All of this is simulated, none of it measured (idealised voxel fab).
Process module name: voxel gate over fins
The cross-section on display is named cut; it measures 240 nm wide, and its cells are 5 nm squares.
A cross-section is a grid of square cells, given in bands from the top down. A band is one or more rows of cells.
It is stipulated that each band's entry specify, in nanometres, the height of the top of the band and then that of its bottom, followed by the materials of the band in left-to-right sequence, each together with its width in nanometres. A single material marked by the word "throughout" is understood to fill the band from edge to edge; the word "empty" is understood to denote empty space.
For the purposes of this specification, 0 denotes the height below which the wafer in its as-received condition is composed wholly of one material, and the lowermost band, lacking a lower limit, extends downward without end, as expressed in "0 -> down".
Width "30->40": first value at the band's top row of cells, second value at its bottom row, equal change from row to row.
"remained unchanged" after a step means that no cell of the cross-section changed.
In the "Enclosed cavities" entry, you get each enclosed empty space of 8 cells or more, one with no open way to the top, written width x height at distance, distance from the left edge, in nm.
If you see something after the settings on a step's line, that's the simulator's own remark about that step.
overlay nm, on a step with a mask: how far to the right of its planned place the mask lay; to the left if negative
If you're wondering how to read the rest of this, here's the deal. It's pairs of cross-sections: one from before a process step, one from after it. The after one is only drawn as far down as the lowest band that changed. Right under each pair you'll see which step sits between them and what its settings were. Don't read the pairs as one continuous story, though. They can come from different runs of this module on the same starting wafer, and a pair only carries on from the one above it where its entry headed "Incoming profile" says so.

INCOMING PROFILE
> 20 -> 5 | 85 of empty / 15 of resist / 35 of empty / 15 of resist / 90 of empty
> 5 -> 0 | 85 of empty / 15 of SiN / 35 of empty / 15 of SiN / 90 of empty
> 0 -> down | Si throughout
> Enclosed cavities: none

RESULTING CROSS-SECTION
> 20 -> 5 | 85 of empty / 15 of resist / 35 of empty / 15 of resist / 90 of empty
> 5 -> 0 | 85 of empty / 15 of SiN / 35 of empty / 15 of SiN / 90 of empty
> 0 -> -35 | 85 of empty / 15 of Si / 35 of empty / 15 of Si / 90 of empty
> Beneath the level -35, the cross-section is identical to its previous state.
> Enclosed cavities: none
The process step separating the two cross-sections depicted above is as follows: DIRECTIONAL_ETCH: etch materials Si, depth nm 35

Incoming profile: we pick up right where the pair above leaves off, with its after cross-section.

RESULTING CROSS-SECTION
> 5 -> 0 | 85 of empty / 15 of SiN / 35 of empty / 15 of SiN / 90 of empty
> Beneath the level 0, the cross-section is identical to its previous state.
> Enclosed cavities: none
The process step separating the two cross-sections depicted above is as follows: STRIP: etch materials resist

Incoming profile: we pick up right where the pair above leaves off, with its after cross-section.

RESULTING CROSS-SECTION
> 5 -> 0 | 85 of empty / 15 of SiN / 35 of empty / 15 of SiN / 90 of empty
> 0 -> -35 | 85 of empty / 5 of SiO2 / 5 of Si / 5 of SiO2 / 35 of empty / 5 of SiO2 / 5 of Si / 5 of SiO2 / 90 of empty
> -35 -> -40 | 90 of SiO2 / 5 of Si / 45 of SiO2 / 5 of Si / 95 of SiO2
> Beneath the level -40, the cross-section is identical to its previous state.
> Enclosed cavities: none
The process step separating the two cross-sections depicted above is as follows: OXIDIZE: depth nm 5

Incoming profile: we pick up right where the pair above leaves off, with its after cross-section.

RESULTING CROSS-SECTION
> 10 -> 5 | SiO2 throughout
> 5 -> 0 | 85 of SiO2 / 15 of SiN / 35 of SiO2 / 15 of SiN / 90 of SiO2
> 0 -> -40 | 90 of SiO2 / 5 of Si / 45 of SiO2 / 5 of Si / 95 of SiO2
> Beneath the level -40, the cross-section is identical to its previous state.
> Enclosed cavities: none
The process step separating the two cross-sections depicted above is as follows: FILL_DEP: material SiO2, thk nm 5

Incoming profile: we pick up right where the pair above leaves off, with its after cross-section.

RESULTING CROSS-SECTION
> 5 -> 0 | 85 of SiO2 / 15 of SiN / 35 of SiO2 / 15 of SiN / 90 of SiO2
> Beneath the level 0, the cross-section is identical to its previous state.
> Enclosed cavities: none
The process step separating the two cross-sections depicted above is as follows: CMP: height nm 5

Incoming profile: we pick up right where the pair above leaves off, with its after cross-section.

RESULTING CROSS-SECTION
> 5 -> 0 | 85 of SiO2 / 15 of SiN / 10 of SiO2 / 15 of empty / 10 of SiO2 / 15 of SiN / 90 of SiO2
> 0 -> -25 | 90 of SiO2 / 5 of Si / 15 of SiO2 / 15 of empty / 15 of SiO2 / 5 of Si / 95 of SiO2
> Beneath the level -25, the cross-section is identical to its previous state.
> Enclosed cavities: none
The process step separating the two cross-sections depicted above is as follows: MASKED_ETCH: tone open, mask id RAIL, width nm 15, etch materials SiO2, depth nm 30, overlay nm 0

Incoming profile: we pick up right where the pair above leaves off, with its after cross-section.

RESULTING CROSS-SECTION
> 10 -> 5 | 115 of TiN / 5 of empty / 120 of TiN
> 5 -> 0 | 85 of SiO2 / 15 of SiN / 10 of SiO2 / 5 of TiN / 5 of empty / 5 of TiN / 10 of SiO2 / 15 of SiN / 90 of SiO2
> 0 -> -20 | 90 of SiO2 / 5 of Si / 15 of SiO2 / 5 of TiN / 5 of empty / 5 of TiN / 15 of SiO2 / 5 of Si / 95 of SiO2
> -20 -> -25 | 90 of SiO2 / 5 of Si / 15 of SiO2 / 15 of TiN / 15 of SiO2 / 5 of Si / 95 of SiO2
> Beneath the level -25, the cross-section is identical to its previous state.
> Enclosed cavities: none
The process step separating the two cross-sections depicted above is as follows: CONFORMAL_DEP: material TiN, thk nm 5

Incoming profile: we pick up right where the pair above leaves off, with its after cross-section.

RESULTING CROSS-SECTION
> 20 -> 10 | W throughout
> 10 -> 5 | 115 of TiN / 5 of W / 120 of TiN
> 5 -> 0 | 85 of SiO2 / 15 of SiN / 10 of SiO2 / 5 of TiN / 5 of W / 5 of TiN / 10 of SiO2 / 15 of SiN / 90 of SiO2
> 0 -> -20 | 90 of SiO2 / 5 of Si / 15 of SiO2 / 5 of TiN / 5 of W / 5 of TiN / 15 of SiO2 / 5 of Si / 95 of SiO2
> Beneath the level -20, the cross-section is identical to its previous state.
> Enclosed cavities: none
The process step separating the two cross-sections depicted above is as follows: FILL_DEP: material W, thk nm 10

Incoming profile: we pick up right where the pair above leaves off, with its after cross-section.

RESULTING CROSS-SECTION
> 5 -> 0 | 85 of SiO2 / 15 of SiN / 10 of SiO2 / 5 of TiN / 5 of W / 5 of TiN / 10 of SiO2 / 15 of SiN / 90 of SiO2
> Beneath the level 0, the cross-section is identical to its previous state.
> Enclosed cavities: none
The process step separating the two cross-sections depicted above is as follows: CMP: height nm 5

Incoming profile: we pick up right where the pair above leaves off, with its after cross-section.

RESULTING CROSS-SECTION
> 5 -> 0 | 85 of SiO2 / 15 of SiN / 10 of SiO2 / 15 of empty / 10 of SiO2 / 15 of SiN / 90 of SiO2
> 0 -> -15 | 90 of SiO2 / 5 of Si / 15 of SiO2 / 15 of empty / 15 of SiO2 / 5 of Si / 95 of SiO2
> Beneath the level -15, the cross-section is identical to its previous state.
> Enclosed cavities: none
The process step separating the two cross-sections depicted above is as follows: SELECTIVE_ETCH: etch materials W Ru TiN, depth nm 20

Incoming profile: we pick up right where the pair above leaves off, with its after cross-section.

RESULTING CROSS-SECTION
> 10 -> 5 | SiO2 throughout
> 5 -> 0 | 85 of SiO2 / 15 of SiN / 35 of SiO2 / 15 of SiN / 90 of SiO2
> 0 -> -15 | 90 of SiO2 / 5 of Si / 45 of SiO2 / 5 of Si / 95 of SiO2
> Beneath the level -15, the cross-section is identical to its previous state.
> Enclosed cavities: none
The process step separating the two cross-sections depicted above is as follows: FILL_DEP: material SiO2, thk nm 5

Incoming profile: we pick up right where the pair above leaves off, with its after cross-section.

RESULTING CROSS-SECTION
> 5 -> 0 | 85 of SiO2 / 15 of SiN / 35 of SiO2 / 15 of SiN / 90 of SiO2
> Beneath the level 0, the cross-section is identical to its previous state.
> Enclosed cavities: none
The process step separating the two cross-sections depicted above is as follows: CMP: height nm 5

Incoming profile: we pick up right where the pair above leaves off, with its after cross-section.

RESULTING CROSS-SECTION
> 5 -> 0 | 85 of empty / 15 of SiN / 35 of empty / 15 of SiN / 90 of empty
> 0 -> -10 | 90 of empty / 5 of Si / 45 of empty / 5 of Si / 95 of empty
> Beneath the level -10, the cross-section is identical to its previous state.
> Enclosed cavities: none
The process step separating the two cross-sections depicted above is as follows: SELECTIVE_ETCH: etch materials SiO2, depth nm 15

Incoming profile: we pick up right where the pair above leaves off, with its after cross-section.

RESULTING CROSS-SECTION
> 0 -> -10 | 90 of empty / 5 of Si / 45 of empty / 5 of Si / 95 of empty
> Beneath the level -10, the cross-section is identical to its previous state.
> Enclosed cavities: none
The process step separating the two cross-sections depicted above is as follows: STRIP: etch materials SiN

Incoming profile: we pick up right where the pair above leaves off, with its after cross-section.

RESULTING CROSS-SECTION
> 5 -> 0 | 85 of empty / 15 of HfO2 / 35 of empty / 15 of HfO2 / 90 of empty
> 0 -> -5 | 85 of empty / 5 of HfO2 / 5 of Si / 5 of HfO2 / 35 of empty / 5 of HfO2 / 5 of Si / 5 of HfO2 / 90 of empty
> -5 -> -10 | 90 of HfO2 / 5 of Si / 45 of HfO2 / 5 of Si / 95 of HfO2
> Beneath the level -10, the cross-section is identical to its previous state.
> Enclosed cavities: none
The process step separating the two cross-sections depicted above is as follows: CONFORMAL_DEP: material HfO2, thk nm 5

Incoming profile: we pick up right where the pair above leaves off, with its after cross-section.

RESULTING CROSS-SECTION
> 10 -> 5 | 80 of empty / 25 of TiN / 25 of empty / 25 of TiN / 85 of empty
> 5 -> 0 | 80 of empty / 5 of TiN / 15 of HfO2 / 5 of TiN / 25 of empty / 5 of TiN / 15 of HfO2 / 5 of TiN / 85 of empty
> 0 -> -5 | 85 of TiN / 5 of HfO2 / 5 of Si / 5 of HfO2 / 35 of TiN / 5 of HfO2 / 5 of Si / 5 of HfO2 / 90 of TiN
> Beneath the level -5, the cross-section is identical to its previous state.
> Enclosed cavities: none
The process step separating the two cross-sections depicted above is as follows: CONFORMAL_DEP: material TiN, thk nm 5

Incoming profile: we pick up right where the pair above leaves off, with its after cross-section.

RESULTING CROSS-SECTION
> 25 -> 10 | W throughout
> 10 -> 5 | 80 of W / 25 of TiN / 25 of W / 25 of TiN / 85 of W
> 5 -> 0 | 80 of W / 5 of TiN / 15 of HfO2 / 5 of TiN / 25 of W / 5 of TiN / 15 of HfO2 / 5 of TiN / 85 of W
> Beneath the level 0, the cross-section is identical to its previous state.
> Enclosed cavities: none
The process step separating the two cross-sections depicted above is as follows: FILL_DEP: material W, thk nm 15

Incoming profile: we pick up right where the pair above leaves off, with its after cross-section.

RESULTING CROSS-SECTION
> 20 -> 10 | W throughout
> Beneath the level 10, the cross-section is identical to its previous state.
> Enclosed cavities: none
The process step separating the two cross-sections depicted above is as follows: CMP: height nm 20

Incoming profile: we pick up right where the pair above leaves off, with its after cross-section.

RESULTING CROSS-SECTION
> 25 -> 20 | SiN throughout
> Beneath the level 20, the cross-section is identical to its previous state.
> Enclosed cavities: none
The process step separating the two cross-sections depicted above is as follows: CONFORMAL_DEP: material SiN, thk nm 5

INCOMING PROFILE
> 5 -> 0 | SiN throughout
> 0 -> down | Si throughout
> Enclosed cavities: none

RESULTING CROSS-SECTION
> 20 -> 5 | 80 of empty / 25 of resist / 25 of empty / 25 of resist / 85 of empty
> Beneath the level 5, the cross-section is identical to its previous state.
> Enclosed cavities: none
The process step separating the two cross-sections depicted above is as follows: PATTERN: tone cover, mask id FINS, material resist, width nm 25, pitch nm 50, thk nm 15, overlay nm 0

Incoming profile: we pick up right where the pair above leaves off, with its after cross-section.

RESULTING CROSS-SECTION
> 20 -> 5 | 80 of empty / 25 of resist / 25 of empty / 25 of resist / 85 of empty
> 5 -> 0 | 80 of empty / 25 of SiN / 25 of empty / 25 of SiN / 85 of empty
> Beneath the level 0, the cross-section is identical to its previous state.
> Enclosed cavities: none
The process step separating the two cross-sections depicted above is as follows: DIRECTIONAL_ETCH: etch materials SiN, depth nm 5

Incoming profile: we pick up right where the pair above leaves off, with its after cross-section.

RESULTING CROSS-SECTION
> 20 -> 5 | 80 of empty / 25 of resist / 25 of empty / 25 of resist / 85 of empty
> 5 -> 0 | 80 of empty / 25 of SiN / 25 of empty / 25 of SiN / 85 of empty
> 0 -> -30 | 80 of empty / 25 of Si / 25 of empty / 25 of Si / 85 of empty
> Beneath the level -30, the cross-section is identical to its previous state.
> Enclosed cavities: none
The process step separating the two cross-sections depicted above is as follows: DIRECTIONAL_ETCH: etch materials Si, depth nm 30

Incoming profile: we pick up right where the pair above leaves off, with its after cross-section.

RESULTING CROSS-SECTION
> 5 -> 0 | 80 of empty / 25 of SiN / 25 of empty / 25 of SiN / 85 of empty
> Beneath the level 0, the cross-section is identical to its previous state.
> Enclosed cavities: none
The process step separating the two cross-sections depicted above is as follows: STRIP: etch materials resist

Incoming profile: we pick up right where the pair above leaves off, with its after cross-section.

RESULTING CROSS-SECTION
> 5 -> 0 | 80 of empty / 25 of SiN / 25 of empty / 25 of SiN / 85 of empty
> 0 -> -30 | 80 of empty / 5 of SiO2 / 15 of Si / 5 of SiO2 / 25 of empty / 5 of SiO2 / 15 of Si / 5 of SiO2 / 85 of empty
> -30 -> -35 | 85 of SiO2 / 15 of Si / 35 of SiO2 / 15 of Si / 90 of SiO2
> Beneath the level -35, the cross-section is identical to its previous state.
> Enclosed cavities: none
The process step separating the two cross-sections depicted above is as follows: OXIDIZE: depth nm 5

Incoming profile: we pick up right where the pair above leaves off, with its after cross-section.

RESULTING CROSS-SECTION
> 10 -> 5 | SiO2 throughout
> 5 -> 0 | 80 of SiO2 / 25 of SiN / 25 of SiO2 / 25 of SiN / 85 of SiO2
> 0 -> -35 | 85 of SiO2 / 15 of Si / 35 of SiO2 / 15 of Si / 90 of SiO2
> Beneath the level -35, the cross-section is identical to its previous state.
> Enclosed cavities: none
The process step separating the two cross-sections depicted above is as follows: FILL_DEP: material SiO2, thk nm 5

Incoming profile: we pick up right where the pair above leaves off, with its after cross-section.

RESULTING CROSS-SECTION
> 5 -> 0 | 80 of SiO2 / 25 of SiN / 25 of SiO2 / 25 of SiN / 85 of SiO2
> Beneath the level 0, the cross-section is identical to its previous state.
> Enclosed cavities: none
The process step separating the two cross-sections depicted above is as follows: CMP: height nm 5

Incoming profile: we pick up right where the pair above leaves off, with its after cross-section.

RESULTING CROSS-SECTION
> 5 -> 0 | 80 of SiO2 / 25 of SiN / 5 of SiO2 / 15 of empty / 5 of SiO2 / 25 of SiN / 85 of SiO2
> 0 -> -25 | 85 of SiO2 / 15 of Si / 10 of SiO2 / 15 of empty / 10 of SiO2 / 15 of Si / 90 of SiO2
> Beneath the level -25, the cross-section is identical to its previous state.
> Enclosed cavities: none
The process step separating the two cross-sections depicted above is as follows: MASKED_ETCH: tone open, mask id RAIL, width nm 15, etch materials SiO2, depth nm 30, overlay nm 0

Incoming profile: we pick up right where the pair above leaves off, with its after cross-section.

RESULTING CROSS-SECTION
> 10 -> 5 | 115 of TiN / 5 of empty / 120 of TiN
> 5 -> 0 | 80 of SiO2 / 25 of SiN / 5 of SiO2 / 5 of TiN / 5 of empty / 5 of TiN / 5 of SiO2 / 25 of SiN / 85 of SiO2
> 0 -> -20 | 85 of SiO2 / 15 of Si / 10 of SiO2 / 5 of TiN / 5 of empty / 5 of TiN / 10 of SiO2 / 15 of Si / 90 of SiO2
> -20 -> -25 | 85 of SiO2 / 15 of Si / 10 of SiO2 / 15 of TiN / 10 of SiO2 / 15 of Si / 90 of SiO2
> Beneath the level -25, the cross-section is identical to its previous state.
> Enclosed cavities: none
The process step separating the two cross-sections depicted above is as follows: CONFORMAL_DEP: material TiN, thk nm 5

Incoming profile: we pick up right where the pair above leaves off, with its after cross-section.

RESULTING CROSS-SECTION
> 20 -> 10 | W throughout
> 10 -> 5 | 115 of TiN / 5 of W / 120 of TiN
> 5 -> 0 | 80 of SiO2 / 25 of SiN / 5 of SiO2 / 5 of TiN / 5 of W / 5 of TiN / 5 of SiO2 / 25 of SiN / 85 of SiO2
> 0 -> -20 | 85 of SiO2 / 15 of Si / 10 of SiO2 / 5 of TiN / 5 of W / 5 of TiN / 10 of SiO2 / 15 of Si / 90 of SiO2
> Beneath the level -20, the cross-section is identical to its previous state.
> Enclosed cavities: none
The process step separating the two cross-sections depicted above is as follows: FILL_DEP: material W, thk nm 10

Incoming profile: we pick up right where the pair above leaves off, with its after cross-section.

RESULTING CROSS-SECTION
> 5 -> 0 | 80 of SiO2 / 25 of SiN / 5 of SiO2 / 5 of TiN / 5 of W / 5 of TiN / 5 of SiO2 / 25 of SiN / 85 of SiO2
> Beneath the level 0, the cross-section is identical to its previous state.
> Enclosed cavities: none
The process step separating the two cross-sections depicted above is as follows: CMP: height nm 5

Incoming profile: we pick up right where the pair above leaves off, with its after cross-section.

RESULTING CROSS-SECTION
> 5 -> 0 | 80 of SiO2 / 25 of SiN / 5 of SiO2 / 15 of empty / 5 of SiO2 / 25 of SiN / 85 of SiO2
> 0 -> -15 | 85 of SiO2 / 15 of Si / 10 of SiO2 / 15 of empty / 10 of SiO2 / 15 of Si / 90 of SiO2
> Beneath the level -15, the cross-section is identical to its previous state.
> Enclosed cavities: none
The process step separating the two cross-sections depicted above is as follows: SELECTIVE_ETCH: etch materials W Ru TiN, depth nm 20

Incoming profile: we pick up right where the pair above leaves off, with its after cross-section.

RESULTING CROSS-SECTION
> 10 -> 5 | SiO2 throughout
> 5 -> 0 | 80 of SiO2 / 25 of SiN / 25 of SiO2 / 25 of SiN / 85 of SiO2
> 0 -> -15 | 85 of SiO2 / 15 of Si / 35 of SiO2 / 15 of Si / 90 of SiO2
> Beneath the level -15, the cross-section is identical to its previous state.
> Enclosed cavities: none
The process step separating the two cross-sections depicted above is as follows: FILL_DEP: material SiO2, thk nm 5

Incoming profile: we pick up right where the pair above leaves off, with its after cross-section.

RESULTING CROSS-SECTION
> 5 -> 0 | 80 of SiO2 / 25 of SiN / 25 of SiO2 / 25 of SiN / 85 of SiO2
> Beneath the level 0, the cross-section is identical to its previous state.
> Enclosed cavities: none
The process step separating the two cross-sections depicted above is as follows: CMP: height nm 5

Incoming profile: we pick up right where the pair above leaves off, with its after cross-section.

RESULTING CROSS-SECTION
> 5 -> 0 | 80 of empty / 25 of SiN / 25 of empty / 25 of SiN / 85 of empty
> 0 -> -10 | 85 of empty / 15 of Si / 35 of empty / 15 of Si / 90 of empty
> Beneath the level -10, the cross-section is identical to its previous state.
> Enclosed cavities: none
The process step separating the two cross-sections depicted above is as follows: SELECTIVE_ETCH: etch materials SiO2, depth nm 15

Incoming profile: we pick up right where the pair above leaves off, with its after cross-section.

RESULTING CROSS-SECTION
> 0 -> -10 | 85 of empty / 15 of Si / 35 of empty / 15 of Si / 90 of empty
> Beneath the level -10, the cross-section is identical to its previous state.
> Enclosed cavities: none
The process step separating the two cross-sections depicted above is as follows: STRIP: etch materials SiN

Incoming profile: we pick up right where the pair above leaves off, with its after cross-section.

RESULTING CROSS-SECTION
> 5 -> 0 | 80 of empty / 25 of HfO2 / 25 of empty / 25 of HfO2 / 85 of empty
> 0 -> -5 | 80 of empty / 5 of HfO2 / 15 of Si / 5 of HfO2 / 25 of empty / 5 of HfO2 / 15 of Si / 5 of HfO2 / 85 of empty
> -5 -> -10 | 85 of HfO2 / 15 of Si / 35 of HfO2 / 15 of Si / 90 of HfO2
> Beneath the level -10, the cross-section is identical to its previous state.
> Enclosed cavities: none
The process step separating the two cross-sections depicted above is as follows: CONFORMAL_DEP: material HfO2, thk nm 5

Incoming profile: we pick up right where the pair above leaves off, with its after cross-section.

RESULTING CROSS-SECTION
> 10 -> 5 | 75 of empty / 35 of TiN / 15 of empty / 35 of TiN / 80 of empty
> 5 -> 0 | 75 of empty / 5 of TiN / 25 of HfO2 / 5 of TiN / 15 of empty / 5 of TiN / 25 of HfO2 / 5 of TiN / 80 of empty
> 0 -> -5 | 80 of TiN / 5 of HfO2 / 15 of Si / 5 of HfO2 / 25 of TiN / 5 of HfO2 / 15 of Si / 5 of HfO2 / 85 of TiN
> Beneath the level -5, the cross-section is identical to its previous state.
> Enclosed cavities: none
The process step separating the two cross-sections depicted above is as follows: CONFORMAL_DEP: material TiN, thk nm 5

Incoming profile: we pick up right where the pair above leaves off, with its after cross-section.

RESULTING CROSS-SECTION
> 25 -> 10 | W throughout
> 10 -> 5 | 75 of W / 35 of TiN / 15 of W / 35 of TiN / 80 of W
> 5 -> 0 | 75 of W / 5 of TiN / 25 of HfO2 / 5 of TiN / 15 of W / 5 of TiN / 25 of HfO2 / 5 of TiN / 80 of W
> Beneath the level 0, the cross-section is identical to its previous state.
> Enclosed cavities: none
The process step separating the two cross-sections depicted above is as follows: FILL_DEP: material W, thk nm 15

Incoming profile: we pick up right where the pair above leaves off, with its after cross-section.

RESULTING CROSS-SECTION
> 20 -> 10 | W throughout
> Beneath the level 10, the cross-section is identical to its previous state.
> Enclosed cavities: none
The process step separating the two cross-sections depicted above is as follows: CMP: height nm 20

Incoming profile: we pick up right where the pair above leaves off, with its after cross-section.

RESULTING CROSS-SECTION
> 25 -> 20 | SiN throughout
> Beneath the level 20, the cross-section is identical to its previous state.
> Enclosed cavities: none
The process step separating the two cross-sections depicted above is as follows: CONFORMAL_DEP: material SiN, thk nm 5

INCOMING PROFILE
> 5 -> 0 | SiN throughout
> 0 -> down | Si throughout
> Enclosed cavities: none

RESULTING CROSS-SECTION
> 20 -> 5 | 95 of empty / 15 of resist / 35 of empty / 15 of resist / 80 of empty
> Beneath the level 5, the cross-section is identical to its previous state.
> Enclosed cavities: none
The process step separating the two cross-sections depicted above is as follows: PATTERN: tone cover, mask id FINS, material resist, width nm 15, pitch nm 50, thk nm 15, overlay nm 10

Incoming profile: we pick up right where the pair above leaves off, with its after cross-section.

RESULTING CROSS-SECTION
> 20 -> 5 | 95 of empty / 15 of resist / 35 of empty / 15 of resist / 80 of empty
> 5 -> 0 | 95 of empty / 15 of SiN / 35 of empty / 15 of SiN / 80 of empty
> Beneath the level 0, the cross-section is identical to its previous state.
> Enclosed cavities: none
The process step separating the two cross-sections depicted above is as follows: DIRECTIONAL_ETCH: etch materials SiN, depth nm 5

Incoming profile: we pick up right where the pair above leaves off, with its after cross-section.

RESULTING CROSS-SECTION
> 20 -> 5 | 95 of empty / 15 of resist / 35 of empty / 15 of resist / 80 of empty
> 5 -> 0 | 95 of empty / 15 of SiN / 35 of empty / 15 of SiN / 80 of empty
> 0 -> -30 | 95 of empty / 15 of Si / 35 of empty / 15 of Si / 80 of empty
> Beneath the level -30, the cross-section is identical to its previous state.
> Enclosed cavities: none
The process step separating the two cross-sections depicted above is as follows: DIRECTIONAL_ETCH: etch materials Si, depth nm 30

Incoming profile: we pick up right where the pair above leaves off, with its after cross-section.

RESULTING CROSS-SECTION
> 5 -> 0 | 95 of empty / 15 of SiN / 35 of empty / 15 of SiN / 80 of empty
> Beneath the level 0, the cross-section is identical to its previous state.
> Enclosed cavities: none
The process step separating the two cross-sections depicted above is as follows: STRIP: etch materials resist

Incoming profile: we pick up right where the pair above leaves off, with its after cross-section.

RESULTING CROSS-SECTION
> 5 -> 0 | 95 of empty / 15 of SiN / 35 of empty / 15 of SiN / 80 of empty
> 0 -> -30 | 95 of empty / 5 of SiO2 / 5 of Si / 5 of SiO2 / 35 of empty / 5 of SiO2 / 5 of Si / 5 of SiO2 / 80 of empty
> -30 -> -35 | 100 of SiO2 / 5 of Si / 45 of SiO2 / 5 of Si / 85 of SiO2
> Beneath the level -35, the cross-section is identical to its previous state.
> Enclosed cavities: none
The process step separating the two cross-sections depicted above is as follows: OXIDIZE: depth nm 5

Incoming profile: we pick up right where the pair above leaves off, with its after cross-section.

RESULTING CROSS-SECTION
> 10 -> 5 | SiO2 throughout
> 5 -> 0 | 95 of SiO2 / 15 of SiN / 35 of SiO2 / 15 of SiN / 80 of SiO2
> 0 -> -35 | 100 of SiO2 / 5 of Si / 45 of SiO2 / 5 of Si / 85 of SiO2
> Beneath the level -35, the cross-section is identical to its previous state.
> Enclosed cavities: none
The process step separating the two cross-sections depicted above is as follows: FILL_DEP: material SiO2, thk nm 5

Incoming profile: we pick up right where the pair above leaves off, with its after cross-section.

RESULTING CROSS-SECTION
> 5 -> 0 | 95 of SiO2 / 15 of SiN / 35 of SiO2 / 15 of SiN / 80 of SiO2
> Beneath the level 0, the cross-section is identical to its previous state.
> Enclosed cavities: none
The process step separating the two cross-sections depicted above is as follows: CMP: height nm 5

Incoming profile: we pick up right where the pair above leaves off, with its after cross-section.

RESULTING CROSS-SECTION
> 5 -> 0 | 95 of SiO2 / 15 of SiN / 15 of empty / 20 of SiO2 / 15 of SiN / 80 of SiO2
> 0 -> -25 | 100 of SiO2 / 5 of Si / 5 of SiO2 / 15 of empty / 25 of SiO2 / 5 of Si / 85 of SiO2
> Beneath the level -25, the cross-section is identical to its previous state.
> Enclosed cavities: none
The process step separating the two cross-sections depicted above is as follows: MASKED_ETCH: tone open, mask id RAIL, width nm 15, etch materials SiO2, depth nm 30, overlay nm 0

Incoming profile: we pick up right where the pair above leaves off, with its after cross-section.

RESULTING CROSS-SECTION
> 10 -> 5 | 115 of TiN / 5 of empty / 120 of TiN
> 5 -> 0 | 95 of SiO2 / 15 of SiN / 5 of TiN / 5 of empty / 5 of TiN / 20 of SiO2 / 15 of SiN / 80 of SiO2
> 0 -> -20 | 100 of SiO2 / 5 of Si / 5 of SiO2 / 5 of TiN / 5 of empty / 5 of TiN / 25 of SiO2 / 5 of Si / 85 of SiO2
> -20 -> -25 | 100 of SiO2 / 5 of Si / 5 of SiO2 / 15 of TiN / 25 of SiO2 / 5 of Si / 85 of SiO2
> Beneath the level -25, the cross-section is identical to its previous state.
> Enclosed cavities: none
The process step separating the two cross-sections depicted above is as follows: CONFORMAL_DEP: material TiN, thk nm 5

Incoming profile: we pick up right where the pair above leaves off, with its after cross-section.

RESULTING CROSS-SECTION
> 20 -> 10 | W throughout
> 10 -> 5 | 115 of TiN / 5 of W / 120 of TiN
> 5 -> 0 | 95 of SiO2 / 15 of SiN / 5 of TiN / 5 of W / 5 of TiN / 20 of SiO2 / 15 of SiN / 80 of SiO2
> 0 -> -20 | 100 of SiO2 / 5 of Si / 5 of SiO2 / 5 of TiN / 5 of W / 5 of TiN / 25 of SiO2 / 5 of Si / 85 of SiO2
> Beneath the level -20, the cross-section is identical to its previous state.
> Enclosed cavities: none
The process step separating the two cross-sections depicted above is as follows: FILL_DEP: material W, thk nm 10

Incoming profile: we pick up right where the pair above leaves off, with its after cross-section.

RESULTING CROSS-SECTION
> 5 -> 0 | 95 of SiO2 / 15 of SiN / 5 of TiN / 5 of W / 5 of TiN / 20 of SiO2 / 15 of SiN / 80 of SiO2
> Beneath the level 0, the cross-section is identical to its previous state.
> Enclosed cavities: none
The process step separating the two cross-sections depicted above is as follows: CMP: height nm 5

Incoming profile: we pick up right where the pair above leaves off, with its after cross-section.

RESULTING CROSS-SECTION
> 5 -> 0 | 95 of SiO2 / 15 of SiN / 15 of empty / 20 of SiO2 / 15 of SiN / 80 of SiO2
> 0 -> -15 | 100 of SiO2 / 5 of Si / 5 of SiO2 / 15 of empty / 25 of SiO2 / 5 of Si / 85 of SiO2
> Beneath the level -15, the cross-section is identical to its previous state.
> Enclosed cavities: none
The process step separating the two cross-sections depicted above is as follows: SELECTIVE_ETCH: etch materials W Ru TiN, depth nm 20

Incoming profile: we pick up right where the pair above leaves off, with its after cross-section.

RESULTING CROSS-SECTION
> 10 -> 5 | SiO2 throughout
> 5 -> 0 | 95 of SiO2 / 15 of SiN / 35 of SiO2 / 15 of SiN / 80 of SiO2
> 0 -> -15 | 100 of SiO2 / 5 of Si / 45 of SiO2 / 5 of Si / 85 of SiO2
> Beneath the level -15, the cross-section is identical to its previous state.
> Enclosed cavities: none
The process step separating the two cross-sections depicted above is as follows: FILL_DEP: material SiO2, thk nm 5

Incoming profile: we pick up right where the pair above leaves off, with its after cross-section.

RESULTING CROSS-SECTION
> 5 -> 0 | 95 of SiO2 / 15 of SiN / 35 of SiO2 / 15 of SiN / 80 of SiO2
> Beneath the level 0, the cross-section is identical to its previous state.
> Enclosed cavities: none
The process step separating the two cross-sections depicted above is as follows: CMP: height nm 5

Incoming profile: we pick up right where the pair above leaves off, with its after cross-section.

RESULTING CROSS-SECTION
> 5 -> 0 | 95 of empty / 15 of SiN / 35 of empty / 15 of SiN / 80 of empty
> 0 -> -10 | 100 of empty / 5 of Si / 45 of empty / 5 of Si / 85 of empty
> Beneath the level -10, the cross-section is identical to its previous state.
> Enclosed cavities: none
The process step separating the two cross-sections depicted above is as follows: SELECTIVE_ETCH: etch materials SiO2, depth nm 15

Incoming profile: we pick up right where the pair above leaves off, with its after cross-section.

RESULTING CROSS-SECTION
> 0 -> -10 | 100 of empty / 5 of Si / 45 of empty / 5 of Si / 85 of empty
> Beneath the level -10, the cross-section is identical to its previous state.
> Enclosed cavities: none
The process step separating the two cross-sections depicted above is as follows: STRIP: etch materials SiN

Incoming profile: we pick up right where the pair above leaves off, with its after cross-section.

RESULTING CROSS-SECTION
> 5 -> 0 | 95 of empty / 15 of HfO2 / 35 of empty / 15 of HfO2 / 80 of empty
> 0 -> -5 | 95 of empty / 5 of HfO2 / 5 of Si / 5 of HfO2 / 35 of empty / 5 of HfO2 / 5 of Si / 5 of HfO2 / 80 of empty
> -5 -> -10 | 100 of HfO2 / 5 of Si / 45 of HfO2 / 5 of Si / 85 of HfO2
> Beneath the level -10, the cross-section is identical to its previous state.
> Enclosed cavities: none
The process step separating the two cross-sections depicted above is as follows: CONFORMAL_DEP: material HfO2, thk nm 5

Incoming profile: we pick up right where the pair above leaves off, with its after cross-section.

RESULTING CROSS-SECTION
> 10 -> 5 | 90 of empty / 25 of TiN / 25 of empty / 25 of TiN / 75 of empty
> 5 -> 0 | 90 of empty / 5 of TiN / 15 of HfO2 / 5 of TiN / 25 of empty / 5 of TiN / 15 of HfO2 / 5 of TiN / 75 of empty
> 0 -> -5 | 95 of TiN / 5 of HfO2 / 5 of Si / 5 of HfO2 / 35 of TiN / 5 of HfO2 / 5 of Si / 5 of HfO2 / 80 of TiN
> Beneath the level -5, the cross-section is identical to its previous state.
> Enclosed cavities: none
The process step separating the two cross-sections depicted above is as follows: CONFORMAL_DEP: material TiN, thk nm 5
